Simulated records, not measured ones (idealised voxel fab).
Process module heading - voxel transistor to metal
For reference, the cross-section in this document is cut, with width 205 nm and square cells of 5 nm.
Cross-section layout: square cells on a grid; listed as bands, top to bottom; a band spans one or more cell rows.
In this notation a band is specified by the heights of its top and bottom, in that order and in nm, after which its materials appear from left to right, each paired with its width in nm. The word "full width" attached to a single material means that material fills the band from edge to edge; the word "air" stands for empty space.
It should be noted that heights are counted from 0, beneath which the wafer as supplied is of one material throughout, and that the lowest band possesses no lower boundary but continues downward, as written in "0 nm and below".
When a width is written as two numbers, as in "30..40", the first number is the width in the top row of cells of the band and the second is the width in its bottom row, and the width changes by the same amount from each row to the next.
Key: "no modifications" - step with no changed cell in the cross-section.
This entry, "Enclosed empty spaces", enumerates those empty regions of no fewer than 8 cells that possess no open connection to the top. Each region is reported in the form width x height at distance, the distance being taken from the left edge, with all three quantities expressed in nm.
Formally, on a step line, whatever follows the settings is a remark that the simulator itself makes on the step.
overlay nm: mask offset rightward from planned place, masked step; negative means leftward offset.
Here's what the planned process steps look like
1: RECEIVE (material Si)
2: OXIDIZE (depth nm 5)
3: CONFORMAL_DEP (material SiN; thk nm 15)
4: MASKED_ETCH (tone cover; mask id ACTIVE; width nm 110; etch materials SiN; depth nm 15; overlay nm 0)
5: MASKED_ETCH (tone cover; mask id ACTIVE; width nm 110; etch materials SiO2; depth nm 5; overlay nm 0)
6: MASKED_ETCH (tone cover; mask id ACTIVE; width nm 110; etch materials Si; depth nm 25; overlay nm 0)
7: FILL_DEP (material SiO2; thk nm 10)
8: CMP (height nm 15)
9: SELECTIVE_ETCH (etch materials SiO2; depth nm 5)
10: STRIP (etch materials SiN)
11: SELECTIVE_ETCH (etch materials SiO2; depth nm 5)
12: OXIDIZE (depth nm 5)
13: DIRECTIONAL_DEP (material polySi; thk nm 25)
14: DIRECTIONAL_DEP (material SiCN; thk nm 10)
15: PATTERN (tone cover; mask id GATE; material resist; width nm 30; thk nm 20; overlay nm 0)
16: DIRECTIONAL_ETCH (etch materials SiCN; depth nm 20)
17: DIRECTIONAL_ETCH (etch materials polySi; depth nm 35)
18: STRIP (etch materials resist)
19: CONFORMAL_DEP (material SiO2; thk nm 5)
20: DIRECTIONAL_ETCH (etch materials SiO2; depth nm 5)
21: CONFORMAL_DEP (material SiN; thk nm 10)
22: DIRECTIONAL_ETCH (etch materials SiN; depth nm 10)
23: DIRECTIONAL_ETCH (etch materials SiO2; depth nm 5)
24: DIRECTIONAL_ETCH (etch materials Si; depth nm 5)
25: EPI (material nSi; thk nm 5)
26: FILL_DEP (material SiO2; thk nm 5)
27: CMP (height nm 20)
28: STRIP (etch materials polySi)
29: SELECTIVE_ETCH (etch materials SiO2; depth nm 5)
30: CONFORMAL_DEP (material HfO2; thk nm 5)
31: CONFORMAL_DEP (material TiN; thk nm 5)
32: FILL_DEP (material W; thk nm 5)
33: CMP (height nm 15)
34: DIRECTIONAL_DEP (material SiO2; thk nm 15)
35: MASKED_ETCH (tone open; mask id CONTACT; width nm 20; pitch nm 80; etch materials SiO2; depth nm 40; overlay nm 0)
36: CONFORMAL_DEP (material TiN; thk nm 5)
37: FILL_DEP (material W; thk nm 5)
38: CMP (height nm 30)
39: DIRECTIONAL_DEP (material TiN; thk nm 5)
40: DIRECTIONAL_DEP (material Ru; thk nm 15)
41: PATTERN (tone cover; mask id METAL_1; material resist; width nm 20; pitch nm 80; thk nm 15; overlay nm 0)
42: DIRECTIONAL_ETCH (etch materials Ru; depth nm 15)
43: DIRECTIONAL_ETCH (etch materials TiN; depth nm 5)
44: STRIP (etch materials resist)
45: CONFORMAL_DEP (material SiCN; thk nm 5)
46: FILL_DEP (material SiO2; thk nm 10)
47: CMP (height nm 50)
48: CONFORMAL_DEP (material SiN; thk nm 5)
As received (post step 1): cross-section
  0 nm and below | Si full width
  Enclosed empty spaces: none
Cross-section, end of module. Start: as above. Plan: as above. Execution: one mistake
  55 nm to 50 nm | SiN full width
  50 nm to 35 nm | SiO2 45 nm / SiCN 5 nm / Ru 20 nm / SiCN 5 nm / SiO2 50 nm / SiCN 5 nm / Ru 20 nm / SiCN 5 nm / SiO2 50 nm
  35 nm to 30 nm | SiCN 50 nm / TiN 20 nm / SiCN 60 nm / TiN 20 nm / SiCN 55 nm
  30 nm to 15 nm | SiO2 50 nm / TiN 5 nm / W 10 nm / TiN 5 nm / SiO2 60 nm / TiN 5 nm / W 10 nm / TiN 5 nm / SiO2 55 nm
  15 nm to 10 nm | SiO2 50 nm / TiN 5 nm / W 10 nm / TiN 5 nm / SiN 10 nm / HfO2 5 nm / TiN 5 nm / W 20 nm / TiN 5 nm / HfO2 5 nm / SiN 10 nm / TiN 5 nm / W 10 nm / TiN 5 nm / SiO2 55 nm
  10 nm to 5 nm | SiO2 50 nm / TiN 20 nm / SiN 10 nm / HfO2 5 nm / TiN 5 nm / W 20 nm / TiN 5 nm / HfO2 5 nm / SiN 10 nm / TiN 20 nm / SiO2 55 nm
  5 nm to 0 nm | SiO2 50 nm / SiN 10 nm / TiN 10 nm / SiN 10 nm / HfO2 5 nm / TiN 30 nm / HfO2 5 nm / SiN 10 nm / TiN 10 nm / SiN 10 nm / SiO2 55 nm
  0 nm to -5 nm | SiO2 60 nm / nSi 10 nm / SiO2 10 nm / HfO2 40 nm / SiO2 10 nm / nSi 10 nm / SiO2 65 nm
  -5 nm to -10 nm | SiO2 45 nm / Si 15 nm / nSi 10 nm / Si 60 nm / nSi 10 nm / Si 15 nm / SiO2 50 nm
  -10 nm to -30 nm | SiO2 45 nm / Si 110 nm / SiO2 50 nm
  -30 nm and below | Si full width
  Enclosed empty spaces: none
Plan not followed: steps 10 and 11: order swapped relative to plan
